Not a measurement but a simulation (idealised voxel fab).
The following process module bears the name voxel capacitor over wiring.
For reference, the cross-section in this document is cut, with width 155 nm and square cells of 5 nm.
Cross-section = grid of square cells, listed top down in bands; band = one or more rows. It is stipulated that each band's entry specify, in nanometres, the height of the top of the band and then that of its bottom, followed by the materials of the band in left-to-right sequence, each together with its width in nanometres. A single material marked by the word "all across" is understood to fill the band from edge to edge; the word "air" is understood to denote empty space. A quick word on heights: they are counted from 0, and under that level the wafer as it came to us is one material throughout. The lowest band is different from the rest in having no bottom; it simply continues downward, written as in "0 nm and below". The width entry "30..40" should be interpreted row by row: the top row of cells in the band takes the first number, the bottom row takes the second number, and the change between adjacent rows is uniform throughout. Step note "no modification" = no cross-section cell changed. You'll see "Enclosed empty spaces" listing empty spaces that have no way open to the top, as long as they're 8 cells or more; the notation is width x height at distance, where the distance is from the left edge, and all of it is in nm. The remark found on a step's line after its settings is issued by the simulator itself and pertains to that step. You can add "overlay nm" to a step's line. For a step with a mask, it describes how far the mask lay to the right of its planned position, and a negative number describes a lay to the left. Guide to the pairs. Each holds a before and an after cross-section around one process step; the after cross-section is cut off at the lowest band that changed. Look under the pair for the step between them and its settings. Pairs can come from different runs of this module on the same starting wafer, so a pair follows on from the one above it only where its entry headed "Before processing" says it does.
### Before processing
- 95 nm to 85 nm  SiO2 all across
- 85 nm to 80 nm  SiO2: 45  TiN: 55  SiO2: 55
- 80 nm to 75 nm  SiO2: 45  HfO2: 60  SiO2: 50
- 75 nm to 70 nm  SiO2: 30  TiN: 75  SiO2: 50
- 70 nm to 50 nm  lowk: 35  Ru: 15  lowk: 105
- 50 nm to 45 nm  SiCN: 35  Ru: 15  SiCN: 105
- 45 nm to 40 nm  SiCN: 15  Ru: 40  SiCN: 45  Ru: 40  SiCN: 15
- 40 nm to 20 nm  SiO2: 20  TiN: 5  Cu: 20  TiN: 5  SiO2: 55  TiN: 5  Cu: 20  TiN: 5  SiO2: 20
- 20 nm to 15 nm  SiCN: 20  TiN: 30  SiCN: 55  TiN: 30  SiCN: 20
- 15 nm to 0 nm  SiO2 all across
- 0 nm and below  Si all across
- Enclosed empty spaces: none
### Step Outcome
- 95 nm to 85 nm  SiO2: 45  air: 15  SiO2: 95
- Below 85, the layers are the same as they were.
- Enclosed empty spaces: none
The before and after cross-sections above differ by one step: op MASKED_ETCH | tone open | mask id PLUG_2 | width nm 15 | etch materials SiO2 | depth nm 10 | overlay nm 0
Before processing: refer to the pair immediately above; the cross-section shown after its step is the state before this one.
### Step Outcome
- 100 nm to 95 nm  TiN: 50  air: 5  TiN: 100
- 95 nm to 90 nm  SiO2: 45  TiN: 5  air: 5  TiN: 5  SiO2: 95
- 90 nm to 80 nm  SiO2: 45  TiN: 15..55  SiO2: 95..55
- Below 80, the layers are the same as they were.
- Enclosed empty spaces: none
The before and after cross-sections above differ by one step: op CONFORMAL_DEP | material TiN | thk nm 5
Before processing: refer to the pair immediately above; the cross-section shown after its step is the state before this one.
### Step Outcome
- 110 nm to 100 nm  W all across
- 100 nm to 95 nm  TiN: 50  W: 5  TiN: 100
- 95 nm to 90 nm  SiO2: 45  TiN: 5  W: 5  TiN: 5  SiO2: 95
- Below 90, the layers are the same as they were.
- Enclosed empty spaces: none
The before and after cross-sections above differ by one step: op FILL_DEP | material W | thk nm 10
Before processing: refer to the pair immediately above; the cross-section shown after its step is the state before this one.
### Step Outcome
- 95 nm to 90 nm  SiO2: 45  TiN: 5  W: 5  TiN: 5  SiO2: 95
- Below 90, the layers are the same as they were.
- Enclosed empty spaces: none
The before and after cross-sections above differ by one step: op CMP | height nm 95
Before processing: refer to the pair immediately above; the cross-section shown after its step is the state before this one.
### Step Outcome
- 100 nm to 95 nm  SiCN all across
- Below 95, the layers are the same as they were.
- Enclosed empty spaces: none
The before and after cross-sections above differ by one step: op CONFORMAL_DEP | material SiCN | thk nm 5
### Before processing
- 45 nm to 40 nm  air: 15  Ru: 40  air: 45  Ru: 40  air: 15
- 40 nm to 20 nm  SiO2: 20  TiN: 5  Cu: 20  TiN: 5  SiO2: 55  TiN: 5  Cu: 20  TiN: 5  SiO2: 20
- 20 nm to 15 nm  SiCN: 20  TiN: 30  SiCN: 55  TiN: 30  SiCN: 20
- 15 nm to 0 nm  SiO2 all across
- 0 nm and below  Si all across
- Enclosed empty spaces: none
### Step Outcome
- 50 nm to 45 nm  Cu all across
- 45 nm to 40 nm  Cu: 15  Ru: 40  Cu: 45  Ru: 40  Cu: 15
- Below 40, the layers are the same as they were.
- Enclosed empty spaces: none
The before and after cross-sections above differ by one step: op FILL_DEP | material Cu | thk nm 5
Before processing: refer to the pair immediately above; the cross-section shown after its step is the state before this one.
### Step Outcome
- 70 nm to 50 nm  lowk all across
- Below 50, the layers are the same as they were.
- Enclosed empty spaces: none
The before and after cross-sections above differ by one step: op DIRECTIONAL_DEP | material lowk | thk nm 20
Before processing: refer to the pair immediately above; the cross-section shown after its step is the state before this one.
### Step Outcome
- 80 nm to 70 nm  aC all across
- Below 70, the layers are the same as they were.
- Enclosed empty spaces: none
The before and after cross-sections above differ by one step: op DIRECTIONAL_DEP | material aC | thk nm 10
Before processing: refer to the pair immediately above; the cross-section shown after its step is the state before this one.
### Step Outcome
- 110 nm to 80 nm  resist: 35  air: 15  resist: 105
- Below 80, the layers are the same as they were.
- Enclosed empty spaces: none
The before and after cross-sections above differ by one step: op PATTERN | tone open | mask id PLUG_1 | material resist | width nm 15 | thk nm 30 | overlay nm 0
Before processing: refer to the pair immediately above; the cross-section shown after its step is the state before this one.
### Step Outcome
- 100 nm to 80 nm  resist: 35  air: 15  resist: 105
- 80 nm to 70 nm  aC: 35  air: 15  aC: 105
- Below 70, the layers are the same as they were.
- Enclosed empty spaces: none
The before and after cross-sections above differ by one step: op DIRECTIONAL_ETCH | etch materials aC | depth nm 10
Before processing: refer to the pair immediately above; the cross-section shown after its step is the state before this one.
### Step Outcome
- 80 nm to 70 nm  aC: 35  air: 15  aC: 105
- Below 70, the layers are the same as they were.
- Enclosed empty spaces: none
The before and after cross-sections above differ by one step: op STRIP | etch materials resist
Before processing: refer to the pair immediately above; the cross-section shown after its step is the state before this one.
### Step Outcome
- 80 nm to 70 nm  aC: 35  air: 15  aC: 105
- 70 nm to 50 nm  lowk: 35  air: 15  lowk: 105
- Below 50, the layers are the same as they were.
- Enclosed empty spaces: none
The before and after cross-sections above differ by one step: op DIRECTIONAL_ETCH | etch materials lowk | depth nm 20
Before processing: refer to the pair immediately above; the cross-section shown after its step is the state before this one.
### Step Outcome
- 70 nm to 50 nm  lowk: 35  air: 15  lowk: 105
- Below 50, the layers are the same as they were.
- Enclosed empty spaces: none
The before and after cross-sections above differ by one step: op STRIP | etch materials aC
Before processing: refer to the pair immediately above; the cross-section shown after its step is the state before this one.
### Step Outcome
- 70 nm to 60 nm  lowk: 35  air: 15  lowk: 105
- 60 nm to 50 nm  lowk: 35  Ru: 15  lowk: 105
- Below 50, the layers are the same as they were.
- Enclosed empty spaces: none
The before and after cross-sections above differ by one step: op EPI | material Ru | thk nm 10
Before processing: refer to the pair immediately above; the cross-section shown after its step is the state before this one.
### Step Outcome
- 70 nm to 50 nm  lowk: 35  Ru: 15  lowk: 105
- Below 50, the layers are the same as they were.
- Enclosed empty spaces: none
The before and after cross-sections above differ by one step: op EPI | material Ru | thk nm 10
Before processing: refer to the pair immediately above; the cross-section shown after its step is the state before this one.
### Step Outcome
- 75 nm to 70 nm  air: 30  Ru: 25  air: 100
- Below 70, the layers are the same as they were.
- Enclosed empty spaces: none
The before and after cross-sections above differ by one step: op EPI | material Ru | thk nm 5
Before processing: refer to the pair immediately above; the cross-section shown after its step is the state before this one.
### Step Outcome
- 80 nm to 75 nm  air: 30  TiN: 25  air: 100
- 75 nm to 70 nm  TiN: 30  Ru: 25  TiN: 100
- Below 70, the layers are the same as they were.
- Enclosed empty spaces: none
The before and after cross-sections above differ by one step: op DIRECTIONAL_DEP | material TiN | thk nm 5
Before processing: refer to the pair immediately above; the cross-section shown after its step is the state before this one.
### Step Outcome
- 85 nm to 80 nm  air: 30  HfO2: 25  air: 100
- 80 nm to 75 nm  HfO2: 30  TiN: 25  HfO2: 100
- Below 75, the layers are the same as they were.
- Enclosed empty spaces: none
The before and after cross-sections above differ by one step: op DIRECTIONAL_DEP | material HfO2 | thk nm 5
Before processing: refer to the pair immediately above; the cross-section shown after its step is the state before this one.
### Step Outcome
- 90 nm to 85 nm  air: 30  TiN: 25  air: 100
- 85 nm to 80 nm  TiN: 30  HfO2: 25  TiN: 100
- Below 80, the layers are the same as they were.
- Enclosed empty spaces: none
The before and after cross-sections above differ by one step: op DIRECTIONAL_DEP | material TiN | thk nm 5
Before processing: refer to the pair immediately above; the cross-section shown after its step is the state before this one.
### Step Outcome
- 105 nm to 90 nm  air: 35  resist: 60  air: 60
- 90 nm to 85 nm  air: 30  TiN: 25  resist: 40  air: 60
- Below 85, the layers are the same as they were.
- Enclosed empty spaces: none
The before and after cross-sections above differ by one step: op PATTERN | tone cover | mask id UPPER_PLATE | material resist | width nm 60 | thk nm 15 | overlay nm 0
Before processing: refer to the pair immediately above; the cross-section shown after its step is the state before this one.
### Step Outcome
- 105 nm to 90 nm  air: 35  resist: 60  air: 60
- 90 nm to 85 nm  air: 35  TiN: 20  resist: 40  air: 60
- 85 nm to 80 nm  air: 30  HfO2: 25  TiN: 40  air: 60
- Below 80, the layers are the same as they were.
- Enclosed empty spaces: none
The before and after cross-sections above differ by one step: op DIRECTIONAL_ETCH | etch materials TiN | depth nm 5
Before processing: refer to the pair immediately above; the cross-section shown after its step is the state before this one.
### Step Outcome
- 105 nm to 90 nm  air: 35  resist: 60  air: 60
- 90 nm to 85 nm  air: 35  TiN: 20  resist: 40  air: 60
- 85 nm to 80 nm  air: 35  HfO2: 20  TiN: 40  air: 60
- 80 nm to 75 nm  air: 30  TiN: 25  HfO2: 40  air: 60
- Below 75, the layers are the same as they were.
- Enclosed empty spaces: none
The before and after cross-sections above differ by one step: op DIRECTIONAL_ETCH | etch materials HfO2 | depth nm 5
Before processing: refer to the pair immediately above; the cross-section shown after its step is the state before this one.
### Step Outcome
- 90 nm to 85 nm  air: 35  TiN: 20  air: 100
- Below 85, the layers are the same as they were.
- Enclosed empty spaces: none
The before and after cross-sections above differ by one step: op STRIP | etch materials resist
Before processing: refer to the pair immediately above; the cross-section shown after its step is the state before this one.
### Step Outcome
- 105 nm to 95 nm  air: 35  aC: 20..60  air: 100..60
- 95 nm to 90 nm  air: 30  aC: 65  air: 60
- 90 nm to 85 nm  aC: 35  TiN: 20  aC: 100
- 85 nm to 80 nm  aC: 35  HfO2: 20  TiN: 40  aC: 60
- 80 nm to 75 nm  aC: 30  TiN: 25  HfO2: 40  aC: 60
- Below 75, the layers are the same as they were.
- Enclosed empty spaces: none
The before and after cross-sections above differ by one step: op DIRECTIONAL_DEP | material aC | thk nm 15
Before processing: refer to the pair immediately above; the cross-section shown after its step is the state before this one.
### Step Outcome
- 140 nm to 105 nm  air: 30  resist: 70  air: 55
- 105 nm to 95 nm  air: 30  resist: 5  aC: 20..60  resist: 45..5  air: 55
- 95 nm to 90 nm  air: 30  aC: 65  resist: 5  air: 55
- Below 90, the layers are the same as they were.
- Enclosed empty spaces: none
The before and after cross-sections above differ by one step: op PATTERN | tone cover | mask id LOWER_PLATE | material resist | width nm 70 | thk nm 35 | overlay nm 0
Before processing: refer to the pair immediately above; the cross-section shown after its step is the state before this one.
### Step Outcome
- 125 nm to 105 nm  air: 30  resist: 70  air: 55
- 105 nm to 95 nm  air: 30  resist: 5  aC: 20..60  resist: 45..5  air: 55
- 95 nm to 90 nm  air: 30  aC: 65  resist: 5  air: 55
- 90 nm to 85 nm  air: 30  aC: 5  TiN: 20  aC: 45  air: 55
- 85 nm to 80 nm  air: 30  aC: 5  HfO2: 20  TiN: 40  aC: 5  air: 55
- 80 nm to 75 nm  air: 30  TiN: 25  HfO2: 40  aC: 5  air: 55
- Below 75, the layers are the same as they were.
- Enclosed empty spaces: none
The before and after cross-sections above differ by one step: op DIRECTIONAL_ETCH | etch materials aC | depth nm 15
Before processing: refer to the pair immediately above; the cross-section shown after its step is the state before this one.
### Step Outcome
- 105 nm to 95 nm  air: 35  aC: 20..60  air: 100..60
- 95 nm to 90 nm  air: 30  aC: 65  air: 60
- Below 90, the layers are the same as they were.
- Enclosed empty spaces: none
The before and after cross-sections above differ by one step: op STRIP | etch materials resist
Before processing: refer to the pair immediately above; the cross-section shown after its step is the state before this one.
### Step Outcome
- 105 nm to 95 nm  air: 35  aC: 20..60  air: 100..60
- 95 nm to 90 nm  air: 30  aC: 65  air: 60
- 90 nm to 85 nm  air: 30  aC: 5  TiN: 20  aC: 45  air: 55
- 85 nm to 80 nm  air: 30  aC: 5  HfO2: 20  TiN: 40  aC: 5  air: 55
- 80 nm to 75 nm  air: 30  TiN: 25  HfO2: 40  aC: 5  air: 55
- 75 nm to 70 nm  air: 30  Ru: 25  TiN: 45  air: 55
- Below 70, the layers are the same as they were.
- Enclosed empty spaces: none
The before and after cross-sections above differ by one step: op DIRECTIONAL_ETCH | etch materials TiN | depth nm 5
Before processing: refer to the pair immediately above; the cross-section shown after its step is the state before this one.
### Step Outcome
- 90 nm to 85 nm  air: 35  TiN: 20  air: 100
- 85 nm to 80 nm  air: 35  HfO2: 20  TiN: 40  air: 60
- 80 nm to 75 nm  air: 30  TiN: 25  HfO2: 40  air: 60
- Below 75, the layers are the same as they were.
- Enclosed empty spaces: none
The before and after cross-sections above differ by one step: op STRIP | etch materials aC
Before processing: refer to the pair immediately above; the cross-section shown after its step is the state before this one.
### Step Outcome
- 105 nm to 90 nm  SiO2 all across
- 90 nm to 85 nm  SiO2: 35  TiN: 20  SiO2: 100
- 85 nm to 80 nm  SiO2: 35  HfO2: 20  TiN: 40  SiO2: 60
- 80 nm to 75 nm  SiO2: 30  TiN: 25  HfO2: 40  SiO2: 60
- 75 nm to 70 nm  SiO2: 30  Ru: 25  TiN: 45  SiO2: 55
- Below 70, the layers are the same as they were.
- Enclosed empty spaces: none
The before and after cross-sections above differ by one step: op FILL_DEP | material SiO2 | thk nm 15
Before processing: refer to the pair immediately above; the cross-section shown after its step is the state before this one.
### Step Outcome
- 95 nm to 90 nm  SiO2 all across
- Below 90, the layers are the same as they were.
- Enclosed empty spaces: none
The before and after cross-sections above differ by one step: op CMP | height nm 95
Before processing: refer to the pair immediately above; the cross-section shown after its step is the state before this one.
### Step Outcome
- 95 nm to 90 nm  SiO2: 45  air: 15  SiO2: 95
- 90 nm to 85 nm  SiO2: 35  TiN: 20  air: 5  SiO2: 95
- Below 85, the layers are the same as they were.
- Enclosed empty spaces: none
The before and after cross-sections above differ by one step: op MASKED_ETCH | tone open | mask id PLUG_2 | width nm 15 | etch materials SiO2 | depth nm 10 | overlay nm 0
Before processing: refer to the pair immediately above; the cross-section shown after its step is the state before this one.
### Step Outcome
- 100 nm to 95 nm  TiN: 50  air: 5  TiN: 100
- 95 nm to 85 nm  SiO2: 45..35  TiN: 15..25  SiO2: 95
- Below 85, the layers are the same as they were.
- Enclosed empty spaces: none
The before and after cross-sections above differ by one step: op CONFORMAL_DEP | material TiN | thk nm 5
Before processing: refer to the pair immediately above; the cross-section shown after its step is the state before this one.
### Step Outcome
- 110 nm to 100 nm  W all across
- 100 nm to 95 nm  TiN: 50  W: 5  TiN: 100
- Below 95, the layers are the same as they were.
- Enclosed empty spaces: none
The before and after cross-sections above differ by one step: op FILL_DEP | material W | thk nm 10
Before processing: refer to the pair immediately above; the cross-section shown after its step is the state before this one.
### Step Outcome
- 95 nm to 85 nm  SiO2: 45..35  TiN: 15..25  SiO2: 95
- Below 85, the layers are the same as they were.
- Enclosed empty spaces: none
The before and after cross-sections above differ by one step: op CMP | height nm 95
Before processing: refer to the pair immediately above; the cross-section shown after its step is the state before this one.
### Step Outcome
- 100 nm to 95 nm  SiCN all across
- Below 95, the layers are the same as they were.
- Enclosed empty spaces: none
The before and after cross-sections above differ by one step: op CONFORMAL_DEP | material SiCN | thk nm 5
### Before processing
- 85 nm to 80 nm  TiN all across
- 80 nm to 75 nm  HfO2 all across
- 75 nm to 70 nm  TiN all across
- 70 nm to 50 nm  lowk: 35  Ru: 15  lowk: 105
- 50 nm to 45 nm  SiCN: 35  Ru: 15  SiCN: 105
- 45 nm to 40 nm  SiCN: 15  Ru: 40  SiCN: 45  Ru: 40  SiCN: 15
- 40 nm to 20 nm  SiO2: 20  TiN: 5  Cu: 20  TiN: 5  SiO2: 55  TiN: 5  Cu: 20  TiN: 5  SiO2: 20
- 20 nm to 15 nm  SiCN: 20  TiN: 30  SiCN: 55  TiN: 30  SiCN: 20
- 15 nm to 0 nm  SiO2 all across
- 0 nm and below  Si all across
- Enclosed empty spaces: none
### Step Outcome
- 100 nm to 85 nm  resist: 35  air: 60  resist: 60
- Below 85, the layers are the same as they were.
- Enclosed empty spaces: none
The before and after cross-sections above differ by one step: op PATTERN | tone open | mask id UPPER_PLATE | material resist | width nm 60 | thk nm 15 | overlay nm 0
Before processing: refer to the pair immediately above; the cross-section shown after its step is the state before this one.
### Step Outcome
- 100 nm to 85 nm  resist: 35  air: 60  resist: 60
- 85 nm to 80 nm  TiN: 35  air: 60  TiN: 60
- Below 80, the layers are the same as they were.
- Enclosed empty spaces: none
The before and after cross-sections above differ by one step: op DIRECTIONAL_ETCH | etch materials TiN | depth nm 5
Before processing: refer to the pair immediately above; the cross-section shown after its step is the state before this one.
### Step Outcome
- 100 nm to 85 nm  resist: 35  air: 60  resist: 60
- 85 nm to 80 nm  TiN: 35  air: 60  TiN: 60
- 80 nm to 75 nm  HfO2: 35  air: 60  HfO2: 60
- Below 75, the layers are the same as they were.
- Enclosed empty spaces: none
The before and after cross-sections above differ by one step: op DIRECTIONAL_ETCH | etch materials HfO2 | depth nm 5
Before processing: refer to the pair immediately above; the cross-section shown after its step is the state before this one.
### Step Outcome
- 85 nm to 80 nm  TiN: 35  air: 60  TiN: 60
- Below 80, the layers are the same as they were.
- Enclosed empty spaces: none
The before and after cross-sections above differ by one step: op STRIP | etch materials resist
Before processing: refer to the pair immediately above; the cross-section shown after its step is the state before this one.
### Step Outcome
- 100 nm to 90 nm  aC: 35  air: 60  aC: 60
- 90 nm to 85 nm  aC all across
- 85 nm to 80 nm  TiN: 35  aC: 60  TiN: 60
- 80 nm to 75 nm  HfO2: 35  aC: 60  HfO2: 60
- Below 75, the layers are the same as they were.
- Enclosed empty spaces: none
The before and after cross-sections above differ by one step: op DIRECTIONAL_DEP | material aC | thk nm 15
Before processing: refer to the pair immediately above; the cross-section shown after its step is the state before this one.
### Step Outcome
- 135 nm to 100 nm  air: 30  resist: 70  air: 55
- 100 nm to 90 nm  aC: 35  resist: 60  aC: 60
- Below 90, the layers are the same as they were.
- Enclosed empty spaces: none
The before and after cross-sections above differ by one step: op PATTERN | tone cover | mask id LOWER_PLATE | material resist | width nm 70 | thk nm 35 | overlay nm 0
Before processing: refer to the pair immediately above; the cross-section shown after its step is the state before this one.
### Step Outcome
- 120 nm to 100 nm  air: 30  resist: 70  air: 55
- 100 nm to 90 nm  air: 30  aC: 5  resist: 60  aC: 5  air: 55
- 90 nm to 85 nm  air: 30  aC: 70  air: 55
- Below 85, the layers are the same as they were.
- Enclosed empty spaces: none
The before and after cross-sections above differ by one step: op DIRECTIONAL_ETCH | etch materials aC | depth nm 15
Before processing: refer to the pair immediately above; the cross-section shown after its step is the state before this one.
### Step Outcome
- 100 nm to 90 nm  air: 30  aC: 5  air: 60  aC: 5  air: 55
- Below 90, the layers are the same as they were.
- Enclosed empty spaces: none
The before and after cross-sections above differ by one step: op STRIP | etch materials resist
Before processing: refer to the pair immediately above; the cross-section shown after its step is the state before this one.
### Step Outcome
- 100 nm to 90 nm  air: 30  aC: 5  air: 60  aC: 5  air: 55
- 90 nm to 85 nm  air: 30  aC: 70  air: 55
- 85 nm to 80 nm  air: 30  TiN: 5  aC: 60  TiN: 5  air: 55
- Below 80, the layers are the same as they were.
- Enclosed empty spaces: none
The before and after cross-sections above differ by one step: op DIRECTIONAL_ETCH | etch materials TiN | depth nm 5
Before processing: refer to the pair immediately above; the cross-section shown after its step is the state before this one.
### Step Outcome
- 85 nm to 80 nm  air: 30  TiN: 5  air: 60  TiN: 5  air: 55
- 80 nm to 75 nm  HfO2: 35  air: 60  HfO2: 60
- Below 75, the layers are the same as they were.
- Enclosed empty spaces: none
The before and after cross-sections above differ by one step: op STRIP | etch materials aC
Before processing: refer to the pair immediately above; the cross-section shown after its step is the state before this one.
### Step Outcome
- 100 nm to 85 nm  SiO2 all across
- 85 nm to 80 nm  SiO2: 30  TiN: 5  SiO2: 60  TiN: 5  SiO2: 55
- 80 nm to 75 nm  HfO2: 35  SiO2: 60  HfO2: 60
- Below 75, the layers are the same as they were.
- Enclosed empty spaces: none
The before and after cross-sections above differ by one step: op FILL_DEP | material SiO2 | thk nm 15
Before processing: refer to the pair immediately above; the cross-section shown after its step is the state before this one.
### Step Outcome
- 95 nm to 85 nm  SiO2 all across
- Below 85, the layers are the same as they were.
- Enclosed empty spaces: none
The before and after cross-sections above differ by one step: op CMP | height nm 95
Before processing: refer to the pair immediately above; the cross-section shown after its step is the state before this one.
### Step Outcome
- 95 nm to 85 nm  SiO2: 45  air: 15  SiO2: 95
- Below 85, the layers are the same as they were.
- Enclosed empty spaces: none
The before and after cross-sections above differ by one step: op MASKED_ETCH | tone open | mask id PLUG_2 | width nm 15 | etch materials SiO2 | depth nm 10 | overlay nm 0
Before processing: refer to the pair immediately above; the cross-section shown after its step is the state before this one.
### Step Outcome
- 100 nm to 95 nm  TiN: 50  air: 5  TiN: 100
- 95 nm to 90 nm  SiO2: 45  TiN: 5  air: 5  TiN: 5  SiO2: 95
- 90 nm to 85 nm  SiO2: 45  TiN: 15  SiO2: 95
- Below 85, the layers are the same as they were.
- Enclosed empty spaces: none
The before and after cross-sections above differ by one step: op CONFORMAL_DEP | material TiN | thk nm 5
Before processing: refer to the pair immediately above; the cross-section shown after its step is the state before this one.
### Step Outcome
- 110 nm to 100 nm  W all across
- 100 nm to 95 nm  TiN: 50  W: 5  TiN: 100
- 95 nm to 90 nm  SiO2: 45  TiN: 5  W: 5  TiN: 5  SiO2: 95
- Below 90, the layers are the same as they were.
- Enclosed empty spaces: none
The before and after cross-sections above differ by one step: op FILL_DEP | material W | thk nm 10
Before processing: refer to the pair immediately above; the cross-section shown after its step is the state before this one.
### Step Outcome
- 95 nm to 90 nm  SiO2: 45  TiN: 5  W: 5  TiN: 5  SiO2: 95
- Below 90, the layers are the same as they were.
- Enclosed empty spaces: none
The before and after cross-sections above differ by one step: op CMP | height nm 95
Before processing: refer to the pair immediately above; the cross-section shown after its step is the state before this one.
### Step Outcome
- 100 nm to 95 nm  SiCN all across
- Below 95, the layers are the same as they were.
- Enclosed empty spaces: none
The before and after cross-sections above differ by one step: op CONFORMAL_DEP | material SiCN | thk nm 5
